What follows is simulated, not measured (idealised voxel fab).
Proc. module: voxel lift off
The figure presents cross-section cut, which has a width of 300 nm and is divided into square cells with an edge length of 5 nm.
A cross-section is a grid of square cells, given in bands from the top down. A band is one or more rows of cells. The entry gives the band's vertical extent as a top height and a bottom height in nm, then its horizontal make-up as materials from left to right, each with a width in nm. "empty" stands for empty space; a single material marked "throughout" fills the band edge to edge. Ref level 0: as-received wafer is one material below here. Bottom band extends down with no lower bound ("0 nm and below"). A width given as "30->40" starts at the first number in the band's top row and ends at the second number in its bottom row, shifting by an equal amount at every step from row to row. When a step is marked "no modification", none of the cells in the cross-section changed during that step. So "Sealed-off cavities" is basically the list of trapped voids: any empty space of 8 cells or more that can't reach the top through an opening. They're written width x height at distance, the distance being from the left edge, and it's all nm. after a step's settings: what the simulator itself notes on the step. overlay nm: mask offset rightward from planned place, masked step; negative means leftward offset.

THIS SECTION LISTS THE PROCESS STEPS THAT WERE PLANNED
1 RECEIVE (material Si)
2 CONFORMAL_DEP (material SiN; thk nm 15)
3 PATTERN (tone open; mask id LINES; material resist; width nm 30; pitch nm 60; thk nm 20; overlay nm 0)
4 DIRECTIONAL_DEP (material Ru; thk nm 10)
5 STRIP (etch materials resist)
6 CONFORMAL_DEP (material SiCN; thk nm 10)

HERE'S WHAT THE WAFER LOOKED LIKE IN CROSS-SECTION WHEN IT ARRIVED - THAT'S AFTER STEP 1
0 nm and below: Si throughout
Sealed-off cavities: none

CROSS-SECTION TAKEN AT MODULE COMPLETION ON THE FIRST OF TWO WAFERS; PROCESSED PER THE PLAN
35 nm to 25 nm: 65 empty | 50 SiCN | 10 empty | 50 SiCN | 10 empty | 50 SiCN | 65 empty
25 nm to 15 nm: 75 SiCN | 30 Ru | 30 SiCN | 30 Ru | 30 SiCN | 30 Ru | 75 SiCN
15 nm to 0 nm: SiN throughout
0 nm and below: Si throughout
Sealed-off cavities: none

MODULE END: CROSS-SECTION OF WAFER TWO OF TWO. SAME START AND PROCESS PLAN AS THE FIRST WAFER. ONE MISTAKE DURING EXECUTION
35 nm to 25 nm: 55 empty | 50 SiCN | 10 empty | 50 SiCN | 10 empty | 50 SiCN | 75 empty
25 nm to 15 nm: 65 SiCN | 30 Ru | 30 SiCN | 30 Ru | 30 SiCN | 30 Ru | 85 SiCN
15 nm to 0 nm: SiN throughout
0 nm and below: Si throughout
Sealed-off cavities: none
Processing error: step 3 changed vs plan, executed as PATTERN (tone open; mask id LINES; material resist; width nm 30; pitch nm 60; thk nm 20; overlay nm -10)
at the end the second wafer has, in cells: as many of each material as the first, in other places
